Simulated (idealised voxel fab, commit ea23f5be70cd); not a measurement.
process module | voxel quadruple lines
cross-section cut | 175 nm wide | cells 5 nm
A cross-section is a grid of square cells, given in bands from the top down. A band is one or more rows of cells.
Each band's line starts with the height of the band's top and of its bottom, in nm. Then come its materials from left to right, each with its width in nm. One material with "throughout" fills the band from edge to edge. "air" is empty space.
Height 0 is the level under which the wafer as received is all one material. The lowest band goes on downwards, as in "0 down".
A width such as "30 to 40" changes by the same amount from each row of cells to the next, from the band's top row to its bottom row.
"no change" after a step means that no cell of the cross-section changed.
closed voids: empty space of 8 cells or more with no open way to the top, each as width x height at its distance from the left edge, in nm
after a step's settings: what the simulator itself notes on the step
overlay nm, on a step with a mask: how far to the right of its planned place the mask lay; to the left if negative
plan
1 op RECEIVE | material Si
2 op CONFORMAL_DEP | material SiO2 | thk nm 10
3 op DIRECTIONAL_DEP | material TiN | thk nm 15
4 op DIRECTIONAL_DEP | material polySi | thk nm 20
5 op DIRECTIONAL_DEP | material aC | thk nm 25
6 op PATTERN | tone cover | mask id MANDREL | material resist | width nm 25 | pitch nm 80 | thk nm 30 | overlay nm 0
7 op DIRECTIONAL_ETCH | etch materials aC | depth nm 25
8 op STRIP | etch materials resist
9 op CONFORMAL_DEP | material SiO2 | thk nm 15
10 op DIRECTIONAL_ETCH | etch materials SiO2 | depth nm 15
11 op STRIP | etch materials aC
12 op DIRECTIONAL_ETCH | etch materials polySi | depth nm 20
13 op STRIP | etch materials SiO2
14 op CONFORMAL_DEP | material SiN | thk nm 5
15 op DIRECTIONAL_ETCH | etch materials SiN | depth nm 5
16 op STRIP | etch materials polySi
17 op DIRECTIONAL_ETCH | etch materials TiN | depth nm 15
18 op STRIP | etch materials SiN
19 op FILL_DEP | material lowk | thk nm 10
20 op CMP | height nm 25
first wafer, as planned
as received, after step 1
  0 down: Si throughout
  closed voids: none
after step 2
  10 to 0: SiO2 throughout
  below 0: unchanged
after step 3
  25 to 10: TiN throughout
  below 10: unchanged
after step 4
  45 to 25: polySi throughout
  below 25: unchanged
after step 5
  70 to 45: aC throughout
  below 45: unchanged
after step 6
  100 to 70: air 35 | resist 25 | air 55 | resist 25 | air 35
  below 70: unchanged
after step 7
  75 to 70: air 35 | resist 25 | air 55 | resist 25 | air 35
  70 to 45: air 35 | aC 25 | air 55 | aC 25 | air 35
  below 45: unchanged
after step 8
  70 to 45: air 35 | aC 25 | air 55 | aC 25 | air 35
  below 45: unchanged
after step 9
  85 to 70: air 20 | SiO2 55 | air 25 | SiO2 55 | air 20
  70 to 60: air 20 | SiO2 15 | aC 25 | SiO2 15 | air 25 | SiO2 15 | aC 25 | SiO2 15 | air 20
  60 to 45: SiO2 35 | aC 25 | SiO2 55 | aC 25 | SiO2 35
  below 45: unchanged
after step 10
  70 to 45: air 20 | SiO2 15 | aC 25 | SiO2 15 | air 25 | SiO2 15 | aC 25 | SiO2 15 | air 20
  below 45: unchanged
after step 11
  70 to 45: air 20 | SiO2 15 | air 25 | SiO2 15 | air 25 | SiO2 15 | air 25 | SiO2 15 | air 20
  below 45: unchanged
after step 12
  70 to 45: air 20 | SiO2 15 | air 25 | SiO2 15 | air 25 | SiO2 15 | air 25 | SiO2 15 | air 20
  45 to 25: air 20 | polySi 15 | air 25 | polySi 15 | air 25 | polySi 15 | air 25 | polySi 15 | air 20
  below 25: unchanged
after step 13
  45 to 25: air 20 | polySi 15 | air 25 | polySi 15 | air 25 | polySi 15 | air 25 | polySi 15 | air 20
  below 25: unchanged
after step 14
  50 to 45: air 15 | SiN 25 | air 15 | SiN 25 | air 15 | SiN 25 | air 15 | SiN 25 | air 15
  45 to 30: air 15 | SiN 5 | polySi 15 | SiN 5 | air 15 | SiN 5 | polySi 15 | SiN 5 | air 15 | SiN 5 | polySi 15 | SiN 5 | air 15 | SiN 5 | polySi 15 | SiN 5 | air 15
  30 to 25: SiN 20 | polySi 15 | SiN 25 | polySi 15 | SiN 25 | polySi 15 | SiN 25 | polySi 15 | SiN 20
  below 25: unchanged
after step 15
  45 to 25: air 15 | SiN 5 | polySi 15 | SiN 5 | air 15 | SiN 5 | polySi 15 | SiN 5 | air 15 | SiN 5 | polySi 15 | SiN 5 | air 15 | SiN 5 | polySi 15 | SiN 5 | air 15
  below 25: unchanged
after step 16
  45 to 25: air 15 | SiN 5 | air 15 | SiN 5 | air 15 | SiN 5 | air 15 | SiN 5 | air 15 | SiN 5 | air 15 | SiN 5 | air 15 | SiN 5 | air 15 | SiN 5 | air 15
  below 25: unchanged
after step 17
  45 to 25: air 15 | SiN 5 | air 15 | SiN 5 | air 15 | SiN 5 | air 15 | SiN 5 | air 15 | SiN 5 | air 15 | SiN 5 | air 15 | SiN 5 | air 15 | SiN 5 | air 15
  25 to 10: air 15 | TiN 5 | air 15 | TiN 5 | air 15 | TiN 5 | air 15 | TiN 5 | air 15 | TiN 5 | air 15 | TiN 5 | air 15 | TiN 5 | air 15 | TiN 5 | air 15
  below 10: unchanged
after step 18
  25 to 10: air 15 | TiN 5 | air 15 | TiN 5 | air 15 | TiN 5 | air 15 | TiN 5 | air 15 | TiN 5 | air 15 | TiN 5 | air 15 | TiN 5 | air 15 | TiN 5 | air 15
  below 10: unchanged
after step 19
  35 to 25: lowk throughout
  25 to 10: lowk 15 | TiN 5 | lowk 15 | TiN 5 | lowk 15 | TiN 5 | lowk 15 | TiN 5 | lowk 15 | TiN 5 | lowk 15 | TiN 5 | lowk 15 | TiN 5 | lowk 15 | TiN 5 | lowk 15
  below 10: unchanged
after step 20
  25 to 10: lowk 15 | TiN 5 | lowk 15 | TiN 5 | lowk 15 | TiN 5 | lowk 15 | TiN 5 | lowk 15 | TiN 5 | lowk 15 | TiN 5 | lowk 15 | TiN 5 | lowk 15 | TiN 5 | lowk 15
  below 10: unchanged
second wafer: like start, like plan, one mistake. Through step 5 it matches the first wafer
when step 6 should have ended
  100 to 70: air 40 | resist 20 | air 60 | resist 20 | air 35
  below 70: unchanged
when step 7 should have ended
  75 to 70: air 40 | resist 20 | air 60 | resist 20 | air 35
  70 to 45: air 40 | aC 20 | air 60 | aC 20 | air 35
  below 45: unchanged
when step 8 should have ended
  70 to 45: air 40 | aC 20 | air 60 | aC 20 | air 35
  below 45: unchanged
when step 9 should have ended
  85 to 70: air 25 | SiO2 50 | air 30 | SiO2 50 | air 20
  70 to 60: air 25 | SiO2 15 | aC 20 | SiO2 15 | air 30 | SiO2 15 | aC 20 | SiO2 15 | air 20
  60 to 45: SiO2 40 | aC 20 | SiO2 60 | aC 20 | SiO2 35
  below 45: unchanged
when step 10 should have ended
  70 to 45: air 25 | SiO2 15 | aC 20 | SiO2 15 | air 30 | SiO2 15 | aC 20 | SiO2 15 | air 20
  below 45: unchanged
when step 11 should have ended
  70 to 45: air 25 | SiO2 15 | air 20 | SiO2 15 | air 30 | SiO2 15 | air 20 | SiO2 15 | air 20
  below 45: unchanged
when step 12 should have ended
  70 to 45: air 25 | SiO2 15 | air 20 | SiO2 15 | air 30 | SiO2 15 | air 20 | SiO2 15 | air 20
  45 to 25: air 25 | polySi 15 | air 20 | polySi 15 | air 30 | polySi 15 | air 20 | polySi 15 | air 20
  below 25: unchanged
when step 13 should have ended
  45 to 25: air 25 | polySi 15 | air 20 | polySi 15 | air 30 | polySi 15 | air 20 | polySi 15 | air 20
  below 25: unchanged
when step 14 should have ended
  50 to 45: air 20 | SiN 25 | air 10 | SiN 25 | air 20 | SiN 25 | air 10 | SiN 25 | air 15
  45 to 30: air 20 | SiN 5 | polySi 15 | SiN 5 | air 10 | SiN 5 | polySi 15 | SiN 5 | air 20 | SiN 5 | polySi 15 | SiN 5 | air 10 | SiN 5 | polySi 15 | SiN 5 | air 15
  30 to 25: SiN 25 | polySi 15 | SiN 20 | polySi 15 | SiN 30 | polySi 15 | SiN 20 | polySi 15 | SiN 20
  below 25: unchanged
when step 15 should have ended
  45 to 25: air 20 | SiN 5 | polySi 15 | SiN 5 | air 10 | SiN 5 | polySi 15 | SiN 5 | air 20 | SiN 5 | polySi 15 | SiN 5 | air 10 | SiN 5 | polySi 15 | SiN 5 | air 15
  below 25: unchanged
when step 16 should have ended
  45 to 25: air 20 | SiN 5 | air 15 | SiN 5 | air 10 | SiN 5 | air 15 | SiN 5 | air 20 | SiN 5 | air 15 | SiN 5 | air 10 | SiN 5 | air 15 | SiN 5 | air 15
  below 25: unchanged
when step 17 should have ended
  45 to 25: air 20 | SiN 5 | air 15 | SiN 5 | air 10 | SiN 5 | air 15 | SiN 5 | air 20 | SiN 5 | air 15 | SiN 5 | air 10 | SiN 5 | air 15 | SiN 5 | air 15
  25 to 10: air 20 | TiN 5 | air 15 | TiN 5 | air 10 | TiN 5 | air 15 | TiN 5 | air 20 | TiN 5 | air 15 | TiN 5 | air 10 | TiN 5 | air 15 | TiN 5 | air 15
  below 10: unchanged
when step 18 should have ended
  25 to 10: air 20 | TiN 5 | air 15 | TiN 5 | air 10 | TiN 5 | air 15 | TiN 5 | air 20 | TiN 5 | air 15 | TiN 5 | air 10 | TiN 5 | air 15 | TiN 5 | air 15
  below 10: unchanged
when step 19 should have ended
  35 to 25: lowk throughout
  25 to 10: lowk 20 | TiN 5 | lowk 15 | TiN 5 | lowk 10 | TiN 5 | lowk 15 | TiN 5 | lowk 20 | TiN 5 | lowk 15 | TiN 5 | lowk 10 | TiN 5 | lowk 15 | TiN 5 | lowk 15
  below 10: unchanged
when step 20 should have ended
  25 to 10: lowk 20 | TiN 5 | lowk 15 | TiN 5 | lowk 10 | TiN 5 | lowk 15 | TiN 5 | lowk 20 | TiN 5 | lowk 15 | TiN 5 | lowk 10 | TiN 5 | lowk 15 | TiN 5 | lowk 15
  below 10: unchanged
what went wrong: step 6 ran as: op PATTERN | tone cover | mask id MANDREL | material resist | width nm 20 | pitch nm 80 | thk nm 30 | overlay nm 0
at the end the second wafer has, in cells: as many of each material as the first, in other places
